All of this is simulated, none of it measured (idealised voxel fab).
voxel wiring stack: a process module
We display cut, a cross-section 240 nm in width whose square cells are each 5 nm.
Heads up, the way a cross-section reads in here is a grid of square cells, handed over as bands from the top down, with every band being one or more rows of cells. Heads up on the band format: heights come first, top then bottom, in nm. After that it's the materials left to right, each with its width in nm. A single material flagged "edge to edge" fills the whole band edge to edge, and "air" means there's empty space there. Below 0: as-received wafer, all one material; heights counted from there. Lowest band: no bottom, goes on down, written "0..down". Read "30 to 40" as a graded width: first number on top, second number at the bottom, same change between each pair of neighbouring rows. "same as before" -> step changed no cross-section cell. "Closed void roster" lists enclosed empty spaces (at least 8 cells, no open path upward to the top), each as width x height at distance from the left edge, in nm. That trailing text on a step's line, after the settings, is the simulator's own remark on the step. overlay nm, on a step with a mask: how far to the right of its planned place the mask lay; to the left if negative.

## Set out below are the planned steps of the process
- 1: RECEIVE (material Si)
- 2: CONFORMAL_DEP (material SiO2; thk nm 15)
- 3: DIRECTIONAL_DEP (material TiN; thk nm 5)
- 4: DIRECTIONAL_DEP (material Ru; thk nm 20)
- 5: MASKED_ETCH (tone cover; mask id METAL_1; width nm 25; pitch nm 40; etch materials Ru; depth nm 20; overlay nm 0)
- 6: MASKED_ETCH (tone cover; mask id METAL_1; width nm 25; pitch nm 40; etch materials TiN; depth nm 5; overlay nm 0)
- 7: FILL_DEP (material SiO2; thk nm 5)
- 8: CMP (height nm 40)
- 9: CONFORMAL_DEP (material SiCN; thk nm 5)
- 10: DIRECTIONAL_DEP (material lowk; thk nm 15)
- 11: MASKED_ETCH (tone open; mask id PLUG_1; width nm 15; pitch nm 40; etch materials lowk; depth nm 15; overlay nm 0)
- 12: MASKED_ETCH (tone open; mask id PLUG_1; width nm 15; pitch nm 40; etch materials SiCN; depth nm 5; overlay nm 0)
- 13: EPI (material Ru; thk nm 10)
- 14: EPI (material Ru; thk nm 10)
- 15: CONFORMAL_DEP (material SiN; thk nm 5)
- 16: DIRECTIONAL_DEP (material SiO2; thk nm 15)
- 17: DIRECTIONAL_DEP (material aC; thk nm 15)
- 18: PATTERN (tone open; mask id METAL_2; material resist; width nm 25; pitch nm 40; thk nm 30; overlay nm 0)
- 19: DIRECTIONAL_ETCH (etch materials aC; depth nm 15)
- 20: STRIP (etch materials resist)
- 21: DIRECTIONAL_ETCH (etch materials SiO2; depth nm 15)
- 22: DIRECTIONAL_ETCH (etch materials SiN; depth nm 5)
- 23: STRIP (etch materials aC)
- 24: CONFORMAL_DEP (material TiN; thk nm 5)
- 25: FILL_DEP (material Cu; thk nm 5)
- 26: CMP (height nm 80)
- 27: CONFORMAL_DEP (material SiCN; thk nm 5)
- 28: DIRECTIONAL_DEP (material SiO2; thk nm 25)
- 29: MASKED_ETCH (tone open; mask id METAL_3_HOLES; width nm 15; etch materials SiO2; depth nm 25; overlay nm 0)
- 30: DIRECTIONAL_DEP (material aC; thk nm 15)
- 31: PATTERN (tone open; mask id METAL_3; material resist; width nm 25; pitch nm 40; thk nm 30; overlay nm 0)
- 32: DIRECTIONAL_ETCH (etch materials aC; depth nm 15)
- 33: STRIP (etch materials resist)
- 34: DIRECTIONAL_ETCH (etch materials SiO2; depth nm 15)
- 35: DIRECTIONAL_ETCH (etch materials SiCN; depth nm 5)
- 36: STRIP (etch materials aC)
- 37: CONFORMAL_DEP (material TiN; thk nm 5)
- 38: FILL_DEP (material Ru; thk nm 10)
- 39: CMP (height nm 110)
- 40: CONFORMAL_DEP (material SiCN; thk nm 5)
- 41: DIRECTIONAL_DEP (material SiO2; thk nm 30)
- 42: PATTERN (tone open; mask id METAL_4; material resist; width nm 25; pitch nm 40; thk nm 20; overlay nm 0)
- 43: DIRECTIONAL_ETCH (etch materials SiO2; depth nm 20)
- 44: STRIP (etch materials resist)
- 45: MASKED_ETCH (tone open; mask id METAL_4_HOLES; width nm 15; pitch nm 40; etch materials SiO2; depth nm 10; overlay nm 0)
- 46: MASKED_ETCH (tone open; mask id METAL_4_HOLES; width nm 15; pitch nm 40; etch materials SiCN; depth nm 5; overlay nm 0)
- 47: CONFORMAL_DEP (material TiN; thk nm 5)
- 48: FILL_DEP (material Cu; thk nm 5)
- 49: CMP (height nm 145)
- 50: CONFORMAL_DEP (material SiN; thk nm 5)

## Wafer, first of two, run as planned

## Shown in cross-section is the wafer as received, that is, as it stands after step 1
	0..down  Si edge to edge
	Closed void roster: none

## Once step 2 is through, the wafer looks like this in cross-section
	15..0  SiO2 edge to edge
	Anything lower than 0 is untouched.

## Once step 3 is through, the wafer looks like this in cross-section
	20..15  TiN edge to edge
	Anything lower than 15 is untouched.

## Once step 4 is through, the wafer looks like this in cross-section
	40..20  Ru edge to edge
	Anything lower than 20 is untouched.

## Once step 5 is through, the wafer looks like this in cross-section
	40..20  air: 85, Ru: 25, air: 15, Ru: 25, air: 90
	Anything lower than 20 is untouched.

## Once step 6 is through, the wafer looks like this in cross-section
	40..20  air: 85, Ru: 25, air: 15, Ru: 25, air: 90
	20..15  air: 85, TiN: 25, air: 15, TiN: 25, air: 90
	Anything lower than 15 is untouched.

## Once step 7 is through, the wafer looks like this in cross-section
	45..40  SiO2 edge to edge
	40..20  SiO2: 85, Ru: 25, SiO2: 15, Ru: 25, SiO2: 90
	20..15  SiO2: 85, TiN: 25, SiO2: 15, TiN: 25, SiO2: 90
	Anything lower than 15 is untouched.

## Once step 8 is through, the wafer looks like this in cross-section
	40..20  SiO2: 85, Ru: 25, SiO2: 15, Ru: 25, SiO2: 90
	Anything lower than 20 is untouched.

## Once step 9 is through, the wafer looks like this in cross-section
	45..40  SiCN edge to edge
	Anything lower than 40 is untouched.

## Once step 10 is through, the wafer looks like this in cross-section
	60..45  lowk edge to edge
	Anything lower than 45 is untouched.

## Once step 11 is through, the wafer looks like this in cross-section
	60..45  lowk: 85, air: 15, lowk: 25, air: 15, lowk: 100
	Anything lower than 45 is untouched.

## Once step 12 is through, the wafer looks like this in cross-section
	60..45  lowk: 85, air: 15, lowk: 25, air: 15, lowk: 100
	45..40  SiCN: 85, air: 15, SiCN: 25, air: 15, SiCN: 100
	Anything lower than 40 is untouched.

## Once step 13 is through, the wafer looks like this in cross-section
	60..50  lowk: 85, air: 15, lowk: 25, air: 15, lowk: 100
	50..45  lowk: 85, Ru: 15, lowk: 25, Ru: 15, lowk: 100
	45..40  SiCN: 85, Ru: 15, SiCN: 25, Ru: 15, SiCN: 100
	Anything lower than 40 is untouched.

## Once step 14 is through, the wafer looks like this in cross-section
	60..45  lowk: 85, Ru: 15, lowk: 25, Ru: 15, lowk: 100
	Anything lower than 45 is untouched.

## Once step 15 is through, the wafer looks like this in cross-section
	65..60  SiN edge to edge
	Anything lower than 60 is untouched.

## Once step 16 is through, the wafer looks like this in cross-section
	80..65  SiO2 edge to edge
	Anything lower than 65 is untouched.

## Once step 17 is through, the wafer looks like this in cross-section
	95..80  aC edge to edge
	Anything lower than 80 is untouched.

## Once step 18 is through, the wafer looks like this in cross-section
	125..95  resist: 85, air: 25, resist: 15, air: 25, resist: 90
	Anything lower than 95 is untouched.

## Once step 19 is through, the wafer looks like this in cross-section
	110..95  resist: 85, air: 25, resist: 15, air: 25, resist: 90
	95..80  aC: 85, air: 25, aC: 15, air: 25, aC: 90
	Anything lower than 80 is untouched.

## Once step 20 is through, the wafer looks like this in cross-section
	95..80  aC: 85, air: 25, aC: 15, air: 25, aC: 90
	Anything lower than 80 is untouched.

## Once step 21 is through, the wafer looks like this in cross-section
	95..80  aC: 85, air: 25, aC: 15, air: 25, aC: 90
	80..65  SiO2: 85, air: 25, SiO2: 15, air: 25, SiO2: 90
	Anything lower than 65 is untouched.

## Once step 22 is through, the wafer looks like this in cross-section
	95..80  aC: 85, air: 25, aC: 15, air: 25, aC: 90
	80..65  SiO2: 85, air: 25, SiO2: 15, air: 25, SiO2: 90
	65..60  SiN: 85, air: 25, SiN: 15, air: 25, SiN: 90
	Anything lower than 60 is untouched.

## Once step 23 is through, the wafer looks like this in cross-section
	80..65  SiO2: 85, air: 25, SiO2: 15, air: 25, SiO2: 90
	Anything lower than 65 is untouched.

## Once step 24 is through, the wafer looks like this in cross-section
	85..80  TiN: 90, air: 15, TiN: 25, air: 15, TiN: 95
	80..65  SiO2: 85, TiN: 5, air: 15, TiN: 5, SiO2: 15, TiN: 5, air: 15, TiN: 5, SiO2: 90
	65..60  SiN: 85, TiN: 25, SiN: 15, TiN: 25, SiN: 90
	Anything lower than 60 is untouched.

## Once step 25 is through, the wafer looks like this in cross-section
	90..85  Cu edge to edge
	85..80  TiN: 90, Cu: 15, TiN: 25, Cu: 15, TiN: 95
	80..65  SiO2: 85, TiN: 5, Cu: 15, TiN: 5, SiO2: 15, TiN: 5, Cu: 15, TiN: 5, SiO2: 90
	Anything lower than 65 is untouched.

## Once step 26 is through, the wafer looks like this in cross-section
	80..65  SiO2: 85, TiN: 5, Cu: 15, TiN: 5, SiO2: 15, TiN: 5, Cu: 15, TiN: 5, SiO2: 90
	Anything lower than 65 is untouched.

## Once step 27 is through, the wafer looks like this in cross-section
	85..80  SiCN edge to edge
	Anything lower than 80 is untouched.

## Once step 28 is through, the wafer looks like this in cross-section
	110..85  SiO2 edge to edge
	Anything lower than 85 is untouched.

## Once step 29 is through, the wafer looks like this in cross-section
	110..85  SiO2: 85, air: 15, SiO2: 140
	Anything lower than 85 is untouched.

## Once step 30 is through, the wafer looks like this in cross-section
	125..110  aC: 85, air: 15, aC: 140
	110..100  SiO2: 85, air: 15, SiO2: 140
	100..85  SiO2: 85, aC: 15, SiO2: 140
	Anything lower than 85 is untouched.

## Once step 31 is through, the wafer looks like this in cross-section
	155..125  resist: 85, air: 25, resist: 15, air: 25, resist: 90
	Anything lower than 125 is untouched.

## Once step 32 is through, the wafer looks like this in cross-section
	140..125  resist: 85, air: 25, resist: 15, air: 25, resist: 90
	125..110  aC: 85, air: 25, aC: 15, air: 25, aC: 90
	110..85  SiO2: 85, air: 15, SiO2: 140
	Anything lower than 85 is untouched.

## Once step 33 is through, the wafer looks like this in cross-section
	125..110  aC: 85, air: 25, aC: 15, air: 25, aC: 90
	Anything lower than 110 is untouched.

## Once step 34 is through, the wafer looks like this in cross-section
	125..110  aC: 85, air: 25, aC: 15, air: 25, aC: 90
	110..95  SiO2: 85, air: 25, SiO2: 15, air: 25, SiO2: 90
	Anything lower than 95 is untouched.

## Once step 35 is through, the wafer looks like this in cross-section
	125..110  aC: 85, air: 25, aC: 15, air: 25, aC: 90
	110..95  SiO2: 85, air: 25, SiO2: 15, air: 25, SiO2: 90
	95..85  SiO2: 85, air: 15, SiO2: 140
	85..80  SiCN: 85, air: 15, SiCN: 140
	Anything lower than 80 is untouched.

## Once step 36 is through, the wafer looks like this in cross-section
	110..95  SiO2: 85, air: 25, SiO2: 15, air: 25, SiO2: 90
	Anything lower than 95 is untouched.

## Once step 37 is through, the wafer looks like this in cross-section
	115..110  TiN: 90, air: 15, TiN: 25, air: 15, TiN: 95
	110..100  SiO2: 85, TiN: 5, air: 15, TiN: 5, SiO2: 15, TiN: 5, air: 15, TiN: 5, SiO2: 90
	100..95  SiO2: 85, TiN: 5, air: 5, TiN: 15, SiO2: 15, TiN: 25, SiO2: 90
	95..85  SiO2: 85, TiN: 5, air: 5, TiN: 5, SiO2: 140
	85..80  SiCN: 85, TiN: 15, SiCN: 140
	Anything lower than 80 is untouched.

## Once step 38 is through, the wafer looks like this in cross-section
	125..115  Ru edge to edge
	115..110  TiN: 90, Ru: 15, TiN: 25, Ru: 15, TiN: 95
	110..100  SiO2: 85, TiN: 5, Ru: 15, TiN: 5, SiO2: 15, TiN: 5, Ru: 15, TiN: 5, SiO2: 90
	100..95  SiO2: 85, TiN: 5, Ru: 5, TiN: 15, SiO2: 15, TiN: 25, SiO2: 90
	95..85  SiO2: 85, TiN: 5, Ru: 5, TiN: 5, SiO2: 140
	Anything lower than 85 is untouched.

## Once step 39 is through, the wafer looks like this in cross-section
	110..100  SiO2: 85, TiN: 5, Ru: 15, TiN: 5, SiO2: 15, TiN: 5, Ru: 15, TiN: 5, SiO2: 90
	Anything lower than 100 is untouched.

## Once step 40 is through, the wafer looks like this in cross-section
	115..110  SiCN edge to edge
	Anything lower than 110 is untouched.

## Once step 41 is through, the wafer looks like this in cross-section
	145..115  SiO2 edge to edge
	Anything lower than 115 is untouched.

## Once step 42 is through, the wafer looks like this in cross-section
	165..145  resist: 85, air: 25, resist: 15, air: 25, resist: 90
	Anything lower than 145 is untouched.

## Once step 43 is through, the wafer looks like this in cross-section
	165..145  resist: 85, air: 25, resist: 15, air: 25, resist: 90
	145..125  SiO2: 85, air: 25, SiO2: 15, air: 25, SiO2: 90
	Anything lower than 125 is untouched.

## Once step 44 is through, the wafer looks like this in cross-section
	145..125  SiO2: 85, air: 25, SiO2: 15, air: 25, SiO2: 90
	Anything lower than 125 is untouched.

## Once step 45 is through, the wafer looks like this in cross-section
	145..125  SiO2: 85, air: 25, SiO2: 15, air: 25, SiO2: 90
	125..115  SiO2: 85, air: 15, SiO2: 25, air: 15, SiO2: 100
	Anything lower than 115 is untouched.

## Once step 46 is through, the wafer looks like this in cross-section
	145..125  SiO2: 85, air: 25, SiO2: 15, air: 25, SiO2: 90
	125..115  SiO2: 85, air: 15, SiO2: 25, air: 15, SiO2: 100
	115..110  SiCN: 85, air: 15, SiCN: 25, air: 15, SiCN: 100
	Anything lower than 110 is untouched.

## Once step 47 is through, the wafer looks like this in cross-section
	150..145  TiN: 90, air: 15, TiN: 25, air: 15, TiN: 95
	145..130  SiO2: 85, TiN: 5, air: 15, TiN: 5, SiO2: 15, TiN: 5, air: 15, TiN: 5, SiO2: 90
	130..125  SiO2: 85, TiN: 5, air: 5, TiN: 15, SiO2: 15, TiN: 5, air: 5, TiN: 15, SiO2: 90
	125..115  SiO2: 85, TiN: 5, air: 5, TiN: 5, SiO2: 25, TiN: 5, air: 5, TiN: 5, SiO2: 100
	115..110  SiCN: 85, TiN: 15, SiCN: 25, TiN: 15, SiCN: 100
	Anything lower than 110 is untouched.

## Once step 48 is through, the wafer looks like this in cross-section
	155..150  Cu edge to edge
	150..145  TiN: 90, Cu: 15, TiN: 25, Cu: 15, TiN: 95
	145..130  SiO2: 85, TiN: 5, Cu: 15, TiN: 5, SiO2: 15, TiN: 5, Cu: 15, TiN: 5, SiO2: 90
	130..125  SiO2: 85, TiN: 5, Cu: 5, TiN: 15, SiO2: 15, TiN: 5, Cu: 5, TiN: 15, SiO2: 90
	125..115  SiO2: 85, TiN: 5, Cu: 5, TiN: 5, SiO2: 25, TiN: 5, Cu: 5, TiN: 5, SiO2: 100
	Anything lower than 115 is untouched.

## Once step 49 is through, the wafer looks like this in cross-section
	145..130  SiO2: 85, TiN: 5, Cu: 15, TiN: 5, SiO2: 15, TiN: 5, Cu: 15, TiN: 5, SiO2: 90
	Anything lower than 130 is untouched.

## Once step 50 is through, the wafer looks like this in cross-section
	150..145  SiN edge to edge
	Anything lower than 145 is untouched.

## The remaining wafer, second of the two, started like the first and was run to the same plan, except that one mistake was made along the way; the two coincide through step 10, inclusive

## Cross-section of the second wafer at the time step 11 of the plan should have ended
	60..45  lowk: 80, air: 25, lowk: 15, air: 25, lowk: 95
	Anything lower than 45 is untouched.

## Cross-section of the second wafer at the time step 12 of the plan should have ended
	60..45  lowk: 80, air: 25, lowk: 15, air: 25, lowk: 95
	45..40  SiCN: 85, air: 15, SiCN: 25, air: 15, SiCN: 100
	Anything lower than 40 is untouched.

## Cross-section of the second wafer at the time step 13 of the plan should have ended
	60..50  lowk: 80, air: 25, lowk: 15, air: 25, lowk: 95
	50..45  lowk: 80, Ru: 25, lowk: 15, Ru: 25, lowk: 95
	45..40  SiCN: 85, Ru: 15, SiCN: 25, Ru: 15, SiCN: 100
	Anything lower than 40 is untouched.

## Cross-section of the second wafer at the time step 14 of the plan should have ended
	60..45  lowk: 80, Ru: 25, lowk: 15, Ru: 25, lowk: 95
	Anything lower than 45 is untouched.

## Cross-section of the second wafer at the time step 15 of the plan should have ended
	65..60  SiN edge to edge
	Anything lower than 60 is untouched.

## Cross-section of the second wafer at the time step 16 of the plan should have ended
	80..65  SiO2 edge to edge
	Anything lower than 65 is untouched.

## Cross-section of the second wafer at the time step 17 of the plan should have ended
	95..80  aC edge to edge
	Anything lower than 80 is untouched.

## Cross-section of the second wafer at the time step 18 of the plan should have ended
	125..95  resist: 85, air: 25, resist: 15, air: 25, resist: 90
	Anything lower than 95 is untouched.

## Cross-section of the second wafer at the time step 19 of the plan should have ended
	110..95  resist: 85, air: 25, resist: 15, air: 25, resist: 90
	95..80  aC: 85, air: 25, aC: 15, air: 25, aC: 90
	Anything lower than 80 is untouched.

## Cross-section of the second wafer at the time step 20 of the plan should have ended
	95..80  aC: 85, air: 25, aC: 15, air: 25, aC: 90
	Anything lower than 80 is untouched.

## Cross-section of the second wafer at the time step 21 of the plan should have ended
	95..80  aC: 85, air: 25, aC: 15, air: 25, aC: 90
	80..65  SiO2: 85, air: 25, SiO2: 15, air: 25, SiO2: 90
	Anything lower than 65 is untouched.

## Cross-section of the second wafer at the time step 22 of the plan should have ended
	95..80  aC: 85, air: 25, aC: 15, air: 25, aC: 90
	80..65  SiO2: 85, air: 25, SiO2: 15, air: 25, SiO2: 90
	65..60  SiN: 85, air: 25, SiN: 15, air: 25, SiN: 90
	Anything lower than 60 is untouched.

## Cross-section of the second wafer at the time step 23 of the plan should have ended
	80..65  SiO2: 85, air: 25, SiO2: 15, air: 25, SiO2: 90
	Anything lower than 65 is untouched.

## Cross-section of the second wafer at the time step 24 of the plan should have ended
	85..80  TiN: 90, air: 15, TiN: 25, air: 15, TiN: 95
	80..65  SiO2: 85, TiN: 5, air: 15, TiN: 5, SiO2: 15, TiN: 5, air: 15, TiN: 5, SiO2: 90
	65..60  SiN: 85, TiN: 25, SiN: 15, TiN: 25, SiN: 90
	Anything lower than 60 is untouched.

## Cross-section of the second wafer at the time step 25 of the plan should have ended
	90..85  Cu edge to edge
	85..80  TiN: 90, Cu: 15, TiN: 25, Cu: 15, TiN: 95
	80..65  SiO2: 85, TiN: 5, Cu: 15, TiN: 5, SiO2: 15, TiN: 5, Cu: 15, TiN: 5, SiO2: 90
	Anything lower than 65 is untouched.

## Cross-section of the second wafer at the time step 26 of the plan should have ended
	80..65  SiO2: 85, TiN: 5, Cu: 15, TiN: 5, SiO2: 15, TiN: 5, Cu: 15, TiN: 5, SiO2: 90
	Anything lower than 65 is untouched.

## Cross-section of the second wafer at the time step 27 of the plan should have ended
	85..80  SiCN edge to edge
	Anything lower than 80 is untouched.

## Cross-section of the second wafer at the time step 28 of the plan should have ended
	110..85  SiO2 edge to edge
	Anything lower than 85 is untouched.

## Cross-section of the second wafer at the time step 29 of the plan should have ended
	110..85  SiO2: 85, air: 15, SiO2: 140
	Anything lower than 85 is untouched.

## Cross-section of the second wafer at the time step 30 of the plan should have ended
	125..110  aC: 85, air: 15, aC: 140
	110..100  SiO2: 85, air: 15, SiO2: 140
	100..85  SiO2: 85, aC: 15, SiO2: 140
	Anything lower than 85 is untouched.

## Cross-section of the second wafer at the time step 31 of the plan should have ended
	155..125  resist: 85, air: 25, resist: 15, air: 25, resist: 90
	Anything lower than 125 is untouched.

## Cross-section of the second wafer at the time step 32 of the plan should have ended
	140..125  resist: 85, air: 25, resist: 15, air: 25, resist: 90
	125..110  aC: 85, air: 25, aC: 15, air: 25, aC: 90
	110..85  SiO2: 85, air: 15, SiO2: 140
	Anything lower than 85 is untouched.

## Cross-section of the second wafer at the time step 33 of the plan should have ended
	125..110  aC: 85, air: 25, aC: 15, air: 25, aC: 90
	Anything lower than 110 is untouched.

## Cross-section of the second wafer at the time step 34 of the plan should have ended
	125..110  aC: 85, air: 25, aC: 15, air: 25, aC: 90
	110..95  SiO2: 85, air: 25, SiO2: 15, air: 25, SiO2: 90
	Anything lower than 95 is untouched.

## Cross-section of the second wafer at the time step 35 of the plan should have ended
	125..110  aC: 85, air: 25, aC: 15, air: 25, aC: 90
	110..95  SiO2: 85, air: 25, SiO2: 15, air: 25, SiO2: 90
	95..85  SiO2: 85, air: 15, SiO2: 140
	85..80  SiCN: 85, air: 15, SiCN: 140
	Anything lower than 80 is untouched.

## Cross-section of the second wafer at the time step 36 of the plan should have ended
	110..95  SiO2: 85, air: 25, SiO2: 15, air: 25, SiO2: 90
	Anything lower than 95 is untouched.

## Cross-section of the second wafer at the time step 37 of the plan should have ended
	115..110  TiN: 90, air: 15, TiN: 25, air: 15, TiN: 95
	110..100  SiO2: 85, TiN: 5, air: 15, TiN: 5, SiO2: 15, TiN: 5, air: 15, TiN: 5, SiO2: 90
	100..95  SiO2: 85, TiN: 5, air: 5, TiN: 15, SiO2: 15, TiN: 25, SiO2: 90
	95..85  SiO2: 85, TiN: 5, air: 5, TiN: 5, SiO2: 140
	85..80  SiCN: 85, TiN: 15, SiCN: 140
	Anything lower than 80 is untouched.

## Cross-section of the second wafer at the time step 38 of the plan should have ended
	125..115  Ru edge to edge
	115..110  TiN: 90, Ru: 15, TiN: 25, Ru: 15, TiN: 95
	110..100  SiO2: 85, TiN: 5, Ru: 15, TiN: 5, SiO2: 15, TiN: 5, Ru: 15, TiN: 5, SiO2: 90
	100..95  SiO2: 85, TiN: 5, Ru: 5, TiN: 15, SiO2: 15, TiN: 25, SiO2: 90
	95..85  SiO2: 85, TiN: 5, Ru: 5, TiN: 5, SiO2: 140
	Anything lower than 85 is untouched.

## Cross-section of the second wafer at the time step 39 of the plan should have ended
	110..100  SiO2: 85, TiN: 5, Ru: 15, TiN: 5, SiO2: 15, TiN: 5, Ru: 15, TiN: 5, SiO2: 90
	Anything lower than 100 is untouched.

## Cross-section of the second wafer at the time step 40 of the plan should have ended
	115..110  SiCN edge to edge
	Anything lower than 110 is untouched.

## Cross-section of the second wafer at the time step 41 of the plan should have ended
	145..115  SiO2 edge to edge
	Anything lower than 115 is untouched.

## Cross-section of the second wafer at the time step 42 of the plan should have ended
	165..145  resist: 85, air: 25, resist: 15, air: 25, resist: 90
	Anything lower than 145 is untouched.

## Cross-section of the second wafer at the time step 43 of the plan should have ended
	165..145  resist: 85, air: 25, resist: 15, air: 25, resist: 90
	145..125  SiO2: 85, air: 25, SiO2: 15, air: 25, SiO2: 90
	Anything lower than 125 is untouched.

## Cross-section of the second wafer at the time step 44 of the plan should have ended
	145..125  SiO2: 85, air: 25, SiO2: 15, air: 25, SiO2: 90
	Anything lower than 125 is untouched.

## Cross-section of the second wafer at the time step 45 of the plan should have ended
	145..125  SiO2: 85, air: 25, SiO2: 15, air: 25, SiO2: 90
	125..115  SiO2: 85, air: 15, SiO2: 25, air: 15, SiO2: 100
	Anything lower than 115 is untouched.

## Cross-section of the second wafer at the time step 46 of the plan should have ended
	145..125  SiO2: 85, air: 25, SiO2: 15, air: 25, SiO2: 90
	125..115  SiO2: 85, air: 15, SiO2: 25, air: 15, SiO2: 100
	115..110  SiCN: 85, air: 15, SiCN: 25, air: 15, SiCN: 100
	Anything lower than 110 is untouched.

## Cross-section of the second wafer at the time step 47 of the plan should have ended
	150..145  TiN: 90, air: 15, TiN: 25, air: 15, TiN: 95
	145..130  SiO2: 85, TiN: 5, air: 15, TiN: 5, SiO2: 15, TiN: 5, air: 15, TiN: 5, SiO2: 90
	130..125  SiO2: 85, TiN: 5, air: 5, TiN: 15, SiO2: 15, TiN: 5, air: 5, TiN: 15, SiO2: 90
	125..115  SiO2: 85, TiN: 5, air: 5, TiN: 5, SiO2: 25, TiN: 5, air: 5, TiN: 5, SiO2: 100
	115..110  SiCN: 85, TiN: 15, SiCN: 25, TiN: 15, SiCN: 100
	Anything lower than 110 is untouched.

## Cross-section of the second wafer at the time step 48 of the plan should have ended
	155..150  Cu edge to edge
	150..145  TiN: 90, Cu: 15, TiN: 25, Cu: 15, TiN: 95
	145..130  SiO2: 85, TiN: 5, Cu: 15, TiN: 5, SiO2: 15, TiN: 5, Cu: 15, TiN: 5, SiO2: 90
	130..125  SiO2: 85, TiN: 5, Cu: 5, TiN: 15, SiO2: 15, TiN: 5, Cu: 5, TiN: 15, SiO2: 90
	125..115  SiO2: 85, TiN: 5, Cu: 5, TiN: 5, SiO2: 25, TiN: 5, Cu: 5, TiN: 5, SiO2: 100
	Anything lower than 115 is untouched.

## Cross-section of the second wafer at the time step 49 of the plan should have ended
	145..130  SiO2: 85, TiN: 5, Cu: 15, TiN: 5, SiO2: 15, TiN: 5, Cu: 15, TiN: 5, SiO2: 90
	Anything lower than 130 is untouched.

## Cross-section of the second wafer at the time step 50 of the plan should have ended
	150..145  SiN edge to edge
	Anything lower than 145 is untouched.
Nonconformance to the process plan: step 11 off recipe, ran as MASKED_ETCH (tone open; mask id PLUG_1; width nm 25; pitch nm 40; etch materials lowk; depth nm 15; overlay nm 0)
At the finish, the second wafer shows more or fewer cells for some materials than the first does: Ru: 12 more; lowk: 12 fewer
